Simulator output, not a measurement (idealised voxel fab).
You're looking at the process module voxel quadruple lines.
200 nm wide, 5 nm square cells: that's cross-section cut.
Format of a cross-section: grid, square cells. Given as bands. Order: top down. Band: one or more rows of cells. A band entry consists of two parts. The first gives the height of the band's top and the height of its bottom, in nm. The rest lists the band's materials from left to right, each with its width in nm. A single material labelled with the word "edge to edge" fills the band from edge to edge, and the word "air" marks empty space. Heights are expressed relative to 0, this being the level below which the as-received wafer comprises one material exclusively. The lowest band is unbounded in the downward direction and is denoted as in "0 -> down". Per-row width for "30 to 40": begins at first number (top row of band), ends at second number (bottom row), increment between rows held constant. You'll sometimes find "remains unaltered" written for a step, and that's the way of saying that nowhere in the cross-section did a cell change during that step. Heads up: "Enclosed cavity list" only lists the empty pockets with no open path to the top that are 8 cells or more, and it writes them as width x height at distance, distance from the left edge, in nm. Text after the settings on a step's line: the simulator's own remark on that step. A step's line can hold "overlay nm"; with a mask on that step, the setting says how far right of the planned place the mask lay, while a negative setting says it lay to the left.

Intended process steps:
1. RECEIVE [material Si]
2. CONFORMAL_DEP [material Al2O3] [thk nm 5]
3. DIRECTIONAL_DEP [material Ru] [thk nm 10]
4. DIRECTIONAL_DEP [material polySi] [thk nm 20]
5. DIRECTIONAL_DEP [material aC] [thk nm 20]
6. PATTERN [tone cover] [mask id MANDREL] [material resist] [width nm 20] [pitch nm 60] [thk nm 30] [overlay nm 0]
7. DIRECTIONAL_ETCH [etch materials aC] [depth nm 20]
8. STRIP [etch materials resist]
9. CONFORMAL_DEP [material SiO2] [thk nm 10]
10. DIRECTIONAL_ETCH [etch materials SiO2] [depth nm 10]
11. STRIP [etch materials aC]
12. DIRECTIONAL_ETCH [etch materials polySi] [depth nm 20]
13. STRIP [etch materials SiO2]
14. CONFORMAL_DEP [material SiN] [thk nm 5]
15. DIRECTIONAL_ETCH [etch materials SiN] [depth nm 5]
16. STRIP [etch materials polySi]
17. DIRECTIONAL_ETCH [etch materials Ru] [depth nm 10]
18. STRIP [etch materials SiN]
19. FILL_DEP [material SiO2] [thk nm 10]
20. CMP [height nm 15]

Run as planned: first of two wafers:

Wafer at receipt (post step 1), cross-section:
    0 -> down: Si edge to edge
    Enclosed cavity list: none

Upon completion of step 2, the wafer appears in cross-section as shown:
    5 -> 0: Al2O3 edge to edge
    Heights below 0 show no change.

Upon completion of step 3, the wafer appears in cross-section as shown:
    15 -> 5: Ru edge to edge
    Heights below 5 show no change.

Upon completion of step 4, the wafer appears in cross-section as shown:
    35 -> 15: polySi edge to edge
    Heights below 15 show no change.

Upon completion of step 5, the wafer appears in cross-section as shown:
    55 -> 35: aC edge to edge
    Heights below 35 show no change.

Upon completion of step 6, the wafer appears in cross-section as shown:
    85 -> 55: air 60 / resist 20 / air 40 / resist 20 / air 60
    Heights below 55 show no change.

Upon completion of step 7, the wafer appears in cross-section as shown:
    65 -> 55: air 60 / resist 20 / air 40 / resist 20 / air 60
    55 -> 35: air 60 / aC 20 / air 40 / aC 20 / air 60
    Heights below 35 show no change.

Upon completion of step 8, the wafer appears in cross-section as shown:
    55 -> 35: air 60 / aC 20 / air 40 / aC 20 / air 60
    Heights below 35 show no change.

Upon completion of step 9, the wafer appears in cross-section as shown:
    65 -> 55: air 50 / SiO2 40 / air 20 / SiO2 40 / air 50
    55 -> 45: air 50 / SiO2 10 / aC 20 / SiO2 10 / air 20 / SiO2 10 / aC 20 / SiO2 10 / air 50
    45 -> 35: SiO2 60 / aC 20 / SiO2 40 / aC 20 / SiO2 60
    Heights below 35 show no change.

Upon completion of step 10, the wafer appears in cross-section as shown:
    55 -> 35: air 50 / SiO2 10 / aC 20 / SiO2 10 / air 20 / SiO2 10 / aC 20 / SiO2 10 / air 50
    Heights below 35 show no change.

Upon completion of step 11, the wafer appears in cross-section as shown:
    55 -> 35: air 50 / SiO2 10 / air 20 / SiO2 10 / air 20 / SiO2 10 / air 20 / SiO2 10 / air 50
    Heights below 35 show no change.

Upon completion of step 12, the wafer appears in cross-section as shown:
    55 -> 35: air 50 / SiO2 10 / air 20 / SiO2 10 / air 20 / SiO2 10 / air 20 / SiO2 10 / air 50
    35 -> 15: air 50 / polySi 10 / air 20 / polySi 10 / air 20 / polySi 10 / air 20 / polySi 10 / air 50
    Heights below 15 show no change.

Upon completion of step 13, the wafer appears in cross-section as shown:
    35 -> 15: air 50 / polySi 10 / air 20 / polySi 10 / air 20 / polySi 10 / air 20 / polySi 10 / air 50
    Heights below 15 show no change.

Upon completion of step 14, the wafer appears in cross-section as shown:
    40 -> 35: air 45 / SiN 20 / air 10 / SiN 20 / air 10 / SiN 20 / air 10 / SiN 20 / air 45
    35 -> 20: air 45 / SiN 5 / polySi 10 / SiN 5 / air 10 / SiN 5 / polySi 10 / SiN 5 / air 10 / SiN 5 / polySi 10 / SiN 5 / air 10 / SiN 5 / polySi 10 / SiN 5 / air 45
    20 -> 15: SiN 50 / polySi 10 / SiN 20 / polySi 10 / SiN 20 / polySi 10 / SiN 20 / polySi 10 / SiN 50
    Heights below 15 show no change.

Upon completion of step 15, the wafer appears in cross-section as shown:
    35 -> 15: air 45 / SiN 5 / polySi 10 / SiN 5 / air 10 / SiN 5 / polySi 10 / SiN 5 / air 10 / SiN 5 / polySi 10 / SiN 5 / air 10 / SiN 5 / polySi 10 / SiN 5 / air 45
    Heights below 15 show no change.

Upon completion of step 16, the wafer appears in cross-section as shown:
    35 -> 15: air 45 / SiN 5 / air 10 / SiN 5 / air 10 / SiN 5 / air 10 / SiN 5 / air 10 / SiN 5 / air 10 / SiN 5 / air 10 / SiN 5 / air 10 / SiN 5 / air 45
    Heights below 15 show no change.

Upon completion of step 17, the wafer appears in cross-section as shown:
    35 -> 15: air 45 / SiN 5 / air 10 / SiN 5 / air 10 / SiN 5 / air 10 / SiN 5 / air 10 / SiN 5 / air 10 / SiN 5 / air 10 / SiN 5 / air 10 / SiN 5 / air 45
    15 -> 5: air 45 / Ru 5 / air 10 / Ru 5 / air 10 / Ru 5 / air 10 / Ru 5 / air 10 / Ru 5 / air 10 / Ru 5 / air 10 / Ru 5 / air 10 / Ru 5 / air 45
    Heights below 5 show no change.

Upon completion of step 18, the wafer appears in cross-section as shown:
    15 -> 5: air 45 / Ru 5 / air 10 / Ru 5 / air 10 / Ru 5 / air 10 / Ru 5 / air 10 / Ru 5 / air 10 / Ru 5 / air 10 / Ru 5 / air 10 / Ru 5 / air 45
    Heights below 5 show no change.

Upon completion of step 19, the wafer appears in cross-section as shown:
    25 -> 15: SiO2 edge to edge
    15 -> 5: SiO2 45 / Ru 5 / SiO2 10 / Ru 5 / SiO2 10 / Ru 5 / SiO2 10 / Ru 5 / SiO2 10 / Ru 5 / SiO2 10 / Ru 5 / SiO2 10 / Ru 5 / SiO2 10 / Ru 5 / SiO2 45
    Heights below 5 show no change.

Upon completion of step 20, the wafer appears in cross-section as shown:
    15 -> 5: SiO2 45 / Ru 5 / SiO2 10 / Ru 5 / SiO2 10 / Ru 5 / SiO2 10 / Ru 5 / SiO2 10 / Ru 5 / SiO2 10 / Ru 5 / SiO2 10 / Ru 5 / SiO2 10 / Ru 5 / SiO2 45
    Heights below 5 show no change.

Second wafer: same start and same plan as the first, one execution error; identical to the first through step 1:

Look at the second wafer in cross-section at the time step 2 ought to have finished: remains unaltered

Look at the second wafer in cross-section at the time step 3 ought to have finished:
    10 -> 0: Ru edge to edge
    Heights below 0 show no change.

Look at the second wafer in cross-section at the time step 4 ought to have finished:
    30 -> 10: polySi edge to edge
    Heights below 10 show no change.

Look at the second wafer in cross-section at the time step 5 ought to have finished:
    50 -> 30: aC edge to edge
    Heights below 30 show no change.

Look at the second wafer in cross-section at the time step 6 ought to have finished:
    80 -> 50: air 60 / resist 20 / air 40 / resist 20 / air 60
    Heights below 50 show no change.

Look at the second wafer in cross-section at the time step 7 ought to have finished:
    60 -> 50: air 60 / resist 20 / air 40 / resist 20 / air 60
    50 -> 30: air 60 / aC 20 / air 40 / aC 20 / air 60
    Heights below 30 show no change.

Look at the second wafer in cross-section at the time step 8 ought to have finished:
    50 -> 30: air 60 / aC 20 / air 40 / aC 20 / air 60
    Heights below 30 show no change.

Look at the second wafer in cross-section at the time step 9 ought to have finished:
    60 -> 50: air 50 / SiO2 40 / air 20 / SiO2 40 / air 50
    50 -> 40: air 50 / SiO2 10 / aC 20 / SiO2 10 / air 20 / SiO2 10 / aC 20 / SiO2 10 / air 50
    40 -> 30: SiO2 60 / aC 20 / SiO2 40 / aC 20 / SiO2 60
    Heights below 30 show no change.

Look at the second wafer in cross-section at the time step 10 ought to have finished:
    50 -> 30: air 50 / SiO2 10 / aC 20 / SiO2 10 / air 20 / SiO2 10 / aC 20 / SiO2 10 / air 50
    Heights below 30 show no change.

Look at the second wafer in cross-section at the time step 11 ought to have finished:
    50 -> 30: air 50 / SiO2 10 / air 20 / SiO2 10 / air 20 / SiO2 10 / air 20 / SiO2 10 / air 50
    Heights below 30 show no change.

Look at the second wafer in cross-section at the time step 12 ought to have finished:
    50 -> 30: air 50 / SiO2 10 / air 20 / SiO2 10 / air 20 / SiO2 10 / air 20 / SiO2 10 / air 50
    30 -> 10: air 50 / polySi 10 / air 20 / polySi 10 / air 20 / polySi 10 / air 20 / polySi 10 / air 50
    Heights below 10 show no change.

Look at the second wafer in cross-section at the time step 13 ought to have finished:
    30 -> 10: air 50 / polySi 10 / air 20 / polySi 10 / air 20 / polySi 10 / air 20 / polySi 10 / air 50
    Heights below 10 show no change.

Look at the second wafer in cross-section at the time step 14 ought to have finished:
    35 -> 30: air 45 / SiN 20 / air 10 / SiN 20 / air 10 / SiN 20 / air 10 / SiN 20 / air 45
    30 -> 15: air 45 / SiN 5 / polySi 10 / SiN 5 / air 10 / SiN 5 / polySi 10 / SiN 5 / air 10 / SiN 5 / polySi 10 / SiN 5 / air 10 / SiN 5 / polySi 10 / SiN 5 / air 45
    15 -> 10: SiN 50 / polySi 10 / SiN 20 / polySi 10 / SiN 20 / polySi 10 / SiN 20 / polySi 10 / SiN 50
    Heights below 10 show no change.

Look at the second wafer in cross-section at the time step 15 ought to have finished:
    30 -> 10: air 45 / SiN 5 / polySi 10 / SiN 5 / air 10 / SiN 5 / polySi 10 / SiN 5 / air 10 / SiN 5 / polySi 10 / SiN 5 / air 10 / SiN 5 / polySi 10 / SiN 5 / air 45
    Heights below 10 show no change.

Look at the second wafer in cross-section at the time step 16 ought to have finished:
    30 -> 10: air 45 / SiN 5 / air 10 / SiN 5 / air 10 / SiN 5 / air 10 / SiN 5 / air 10 / SiN 5 / air 10 / SiN 5 / air 10 / SiN 5 / air 10 / SiN 5 / air 45
    Heights below 10 show no change.

Look at the second wafer in cross-section at the time step 17 ought to have finished:
    30 -> 10: air 45 / SiN 5 / air 10 / SiN 5 / air 10 / SiN 5 / air 10 / SiN 5 / air 10 / SiN 5 / air 10 / SiN 5 / air 10 / SiN 5 / air 10 / SiN 5 / air 45
    10 -> 0: air 45 / Ru 5 / air 10 / Ru 5 / air 10 / Ru 5 / air 10 / Ru 5 / air 10 / Ru 5 / air 10 / Ru 5 / air 10 / Ru 5 / air 10 / Ru 5 / air 45
    Heights below 0 show no change.

Look at the second wafer in cross-section at the time step 18 ought to have finished:
    10 -> 0: air 45 / Ru 5 / air 10 / Ru 5 / air 10 / Ru 5 / air 10 / Ru 5 / air 10 / Ru 5 / air 10 / Ru 5 / air 10 / Ru 5 / air 10 / Ru 5 / air 45
    Heights below 0 show no change.

Look at the second wafer in cross-section at the time step 19 ought to have finished:
    20 -> 10: SiO2 edge to edge
    10 -> 0: SiO2 45 / Ru 5 / SiO2 10 / Ru 5 / SiO2 10 / Ru 5 / SiO2 10 / Ru 5 / SiO2 10 / Ru 5 / SiO2 10 / Ru 5 / SiO2 10 / Ru 5 / SiO2 10 / Ru 5 / SiO2 45
    Heights below 0 show no change.

Look at the second wafer in cross-section at the time step 20 ought to have finished:
    15 -> 10: SiO2 edge to edge
    Heights below 10 show no change.
What was the processing mistake? step 2 of the plan never got run, it was skipped over
at the end the second wafer has, in cells: Al2O3 -40; SiO2 +40
